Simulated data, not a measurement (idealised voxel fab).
This section sets out a process module, namely voxel ribs on slabs.
The cross-section on display is named cut; it measures 170 nm wide, and its cells are 5 nm squares.
In this document a cross-section is written as a grid of square cells. It is given as a series of bands, listed from the top down, and a band is one or more rows of cells. Read a band's entry like this: the first values are the height of its top and the height of its bottom in nm, and what follows is the sequence of materials from left to right, each with its width in nm. Note that "air" is empty space, and that a single material marked "all across" reaches across the band from edge to edge. Below 0: as-received wafer, all one material; heights counted from there. Lowest band: no bottom, goes on down, written "0 and below". The two numbers in a width such as "30->40" mark its ends across the band: the first belongs to the top row of cells, the second to the bottom row, and from each row to the next the width moves by the same amount. When a step is marked "stayed the same", none of the cells in the cross-section changed during that step. Sealed void inventory: empty space of 8 cells or more with no open way to the top, each as width x height at its distance from the left edge, in nm. Note: text after step settings on the step line = simulator remark on that step. If you see "overlay nm" on a step's line and that step has a mask, it's telling you how far right of where it was planned the mask ended up; a negative number means it went left instead.
## Planned process steps
1 RECEIVE (material Si)
2 DIRECTIONAL_DEP (material SiO2; thk nm 25)
3 DIRECTIONAL_DEP (material SiN; thk nm 20)
4 MASKED_ETCH (tone cover; mask id RIB; width nm 20; etch materials SiN; depth nm 15; overlay nm 0)
5 PATTERN (tone cover; mask id SLAB; material resist; width nm 60; thk nm 15; overlay nm 0)
6 DIRECTIONAL_ETCH (etch materials SiN; depth nm 5)
7 STRIP (etch materials resist)
8 FILL_DEP (material SiO2; thk nm 25)
9 CMP (height nm 60)
10 DIRECTIONAL_DEP (material TiN; thk nm 5)
11 PATTERN (tone cover; mask id HEATER; material resist; width nm 30; thk nm 15; overlay nm 0)
12 DIRECTIONAL_ETCH (etch materials TiN; depth nm 5)
13 STRIP (etch materials resist)
14 CONFORMAL_DEP (material SiN; thk nm 10)
## The first of two wafers, run as planned
## Here's what the wafer looked like in cross-section when it arrived - that's after step 1
  0 and below  Si all across
  Sealed void inventory: none
## Cross-section through the wafer, step 2 finished
  25 down to 0  SiO2 all across
  Nothing below the height 0 has changed.
## Cross-section through the wafer, step 3 finished
  45 down to 25  SiN all across
  Nothing below the height 25 has changed.
## Cross-section through the wafer, step 4 finished
  45 down to 30  75 air, 20 SiN, 75 air
  Nothing below the height 30 has changed.
## Cross-section through the wafer, step 5 finished
  60 down to 45  55 air, 60 resist, 55 air
  45 down to 30  55 air, 20 resist, 20 SiN, 20 resist, 55 air
  Nothing below the height 30 has changed.
## Cross-section through the wafer, step 6 finished
  60 down to 45  55 air, 60 resist, 55 air
  45 down to 30  55 air, 20 resist, 20 SiN, 20 resist, 55 air
  30 down to 25  55 air, 60 SiN, 55 air
  Nothing below the height 25 has changed.
## Cross-section through the wafer, step 7 finished
  45 down to 30  75 air, 20 SiN, 75 air
  Nothing below the height 30 has changed.
## Cross-section through the wafer, step 8 finished
  70 down to 45  SiO2 all across
  45 down to 30  75 SiO2, 20 SiN, 75 SiO2
  30 down to 25  55 SiO2, 60 SiN, 55 SiO2
  Nothing below the height 25 has changed.
## Cross-section through the wafer, step 9 finished
  60 down to 45  SiO2 all across
  Nothing below the height 45 has changed.
## Cross-section through the wafer, step 10 finished
  65 down to 60  TiN all across
  Nothing below the height 60 has changed.
## Cross-section through the wafer, step 11 finished
  80 down to 65  70 air, 30 resist, 70 air
  Nothing below the height 65 has changed.
## Cross-section through the wafer, step 12 finished
  80 down to 65  70 air, 30 resist, 70 air
  65 down to 60  70 air, 30 TiN, 70 air
  Nothing below the height 60 has changed.
## Cross-section through the wafer, step 13 finished
  65 down to 60  70 air, 30 TiN, 70 air
  Nothing below the height 60 has changed.
## Cross-section through the wafer, step 14 finished
  75 down to 70  60 air, 50 SiN, 60 air
  70 down to 65  SiN all across
  65 down to 60  70 SiN, 30 TiN, 70 SiN
  Nothing below the height 60 has changed.
## Wafer two of two - same starting point, same process plan, one mistake in execution; matches wafer one up to and including step 1
## Second wafer, cross-section, planned end of step 2
  20 down to 0  SiN all across
  Nothing below the height 0 has changed.
## Second wafer, cross-section, planned end of step 3
  45 down to 20  SiO2 all across
  Nothing below the height 20 has changed.
Second wafer, cross-section, planned end of step 4: stayed the same
## Second wafer, cross-section, planned end of step 5
  60 down to 45  55 air, 60 resist, 55 air
  Nothing below the height 45 has changed.
Second wafer, cross-section, planned end of step 6: stayed the same
## Second wafer, cross-section, planned end of step 7
  45 down to 20  SiO2 all across
  Nothing below the height 20 has changed.
## Second wafer, cross-section, planned end of step 8
  70 down to 20  SiO2 all across
  Nothing below the height 20 has changed.
## Second wafer, cross-section, planned end of step 9
  60 down to 20  SiO2 all across
  Nothing below the height 20 has changed.
## Second wafer, cross-section, planned end of step 10
  65 down to 60  TiN all across
  Nothing below the height 60 has changed.
## Second wafer, cross-section, planned end of step 11
  80 down to 65  70 air, 30 resist, 70 air
  Nothing below the height 65 has changed.
## Second wafer, cross-section, planned end of step 12
  80 down to 65  70 air, 30 resist, 70 air
  65 down to 60  70 air, 30 TiN, 70 air
  Nothing below the height 60 has changed.
## Second wafer, cross-section, planned end of step 13
  65 down to 60  70 air, 30 TiN, 70 air
  Nothing below the height 60 has changed.
## Second wafer, cross-section, planned end of step 14
  75 down to 70  60 air, 50 SiN, 60 air
  70 down to 65  SiN all across
  65 down to 60  70 SiN, 30 TiN, 70 SiN
  Nothing below the height 60 has changed.
The mistake made against the process plan was this: step 3 occupied the plan position of step 2, and the converse holds as well
Counted in cells at the end, the second wafer holds more or fewer of these materials than the first: SiN +112; SiO2 -112
